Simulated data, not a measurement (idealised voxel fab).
process module | voxel wiring stack
cross-section cut | 245 nm wide | cells 5 nm
A cross-section is a grid of square cells, given in bands from the top down. A band is one or more rows of cells.
Each band's line starts with the height of the band's top and of its bottom, in nm. Then come its materials from left to right, each with its width in nm. One material with "throughout" fills the band from edge to edge. "air" is empty space.
Height 0 is the level under which the wafer as received is all one material. The lowest band goes on downwards, as in "0 down".
A width such as "30 to 40" changes by the same amount from each row of cells to the next, from the band's top row to its bottom row.
"no change" after a step means that no cell of the cross-section changed.
closed voids: empty space of 8 cells or more with no open way to the top, each as width x height at its distance from the left edge, in nm
after a step's settings: what the simulator itself notes on the step
overlay nm, on a step with a mask: how far to the right of its planned place the mask lay; to the left if negative
plan
1 op RECEIVE | material Si
2 op CONFORMAL_DEP | material SiO2 | thk nm 15
3 op DIRECTIONAL_DEP | material TiN | thk nm 5
4 op DIRECTIONAL_DEP | material Ru | thk nm 15
5 op DIRECTIONAL_DEP | material aC | thk nm 15
6 op PATTERN | tone cover | mask id METAL_1 | material resist | width nm 30 | pitch nm 50 | thk nm 30 | overlay nm 0
7 op DIRECTIONAL_ETCH | etch materials aC | depth nm 15
8 op STRIP | etch materials resist
9 op DIRECTIONAL_ETCH | etch materials Ru | depth nm 15
10 op DIRECTIONAL_ETCH | etch materials TiN | depth nm 5
11 op STRIP | etch materials aC
12 op FILL_DEP | material SiO2 | thk nm 5
13 op CMP | height nm 35
14 op CONFORMAL_DEP | material SiCN | thk nm 5
15 op DIRECTIONAL_DEP | material lowk | thk nm 30
16 op PATTERN | tone open | mask id METAL_2 | material resist | width nm 30 | pitch nm 50 | thk nm 15 | overlay nm 0
17 op DIRECTIONAL_ETCH | etch materials lowk | depth nm 15
18 op STRIP | etch materials resist
19 op PATTERN | tone open | mask id METAL_2_HOLES | material resist | width nm 15 | pitch nm 50 | thk nm 15 | overlay nm 0
20 op DIRECTIONAL_ETCH | etch materials lowk | depth nm 15
21 op DIRECTIONAL_ETCH | etch materials SiCN | depth nm 5
22 op STRIP | etch materials resist
23 op CONFORMAL_DEP | material TiN | thk nm 5
24 op FILL_DEP | material Cu | thk nm 10
25 op CMP | height nm 70
26 op CONFORMAL_DEP | material SiCN | thk nm 5
27 op DIRECTIONAL_DEP | material lowk | thk nm 30
28 op PATTERN | tone open | mask id METAL_3 | material resist | width nm 30 | pitch nm 50 | thk nm 20 | overlay nm 0
29 op DIRECTIONAL_ETCH | etch materials lowk | depth nm 15
30 op STRIP | etch materials resist
31 op PATTERN | tone open | mask id METAL_3_HOLES | material resist | width nm 15 | thk nm 15 | overlay nm 0
32 op DIRECTIONAL_ETCH | etch materials lowk | depth nm 15
33 op DIRECTIONAL_ETCH | etch materials SiCN | depth nm 5
34 op STRIP | etch materials resist
35 op CONFORMAL_DEP | material TiN | thk nm 5
36 op FILL_DEP | material Cu | thk nm 10
37 op CMP | height nm 105
38 op CONFORMAL_DEP | material SiN | thk nm 5
as received, after step 1
  0 down: Si throughout
  closed voids: none
a wafer at the end: this start, this plan, one mistake
  110 to 105: SiN throughout
  105 to 95: lowk 80 | TiN 5 | Cu 20 | TiN 5 | lowk 20 | TiN 5 | Cu 20 | TiN 5 | lowk 85
  95 to 90: lowk 80 | TiN 5 | Cu 5 | TiN 20 | lowk 20 | TiN 30 | lowk 85
  90 to 75: lowk 80 | TiN 5 | Cu 5 | TiN 5 | lowk 150
  75 to 70: SiCN 80 | TiN 15 | SiCN 150
  70 to 60: Cu throughout
  60 to 55: TiN 100 | Cu 5 | TiN 45 | Cu 5 | TiN 90
  55 to 40: lowk 95 | TiN 5 | Cu 5 | TiN 5 | lowk 35 | TiN 5 | Cu 5 | TiN 5 | lowk 85
  40 to 35: SiCN 95 | TiN 15 | SiCN 35 | TiN 15 | SiCN 85
  35 to 20: SiO2 80 | Ru 30 | SiO2 20 | Ru 30 | SiO2 85
  20 to 15: SiO2 80 | TiN 30 | SiO2 20 | TiN 30 | SiO2 85
  15 to 0: SiO2 throughout
  0 down: Si throughout
  closed voids: none
what went wrong: step 19 ran as: op PATTERN | tone cover | mask id METAL_2_HOLES | material resist | width nm 15 | pitch nm 50 | thk nm 15 | overlay nm 0
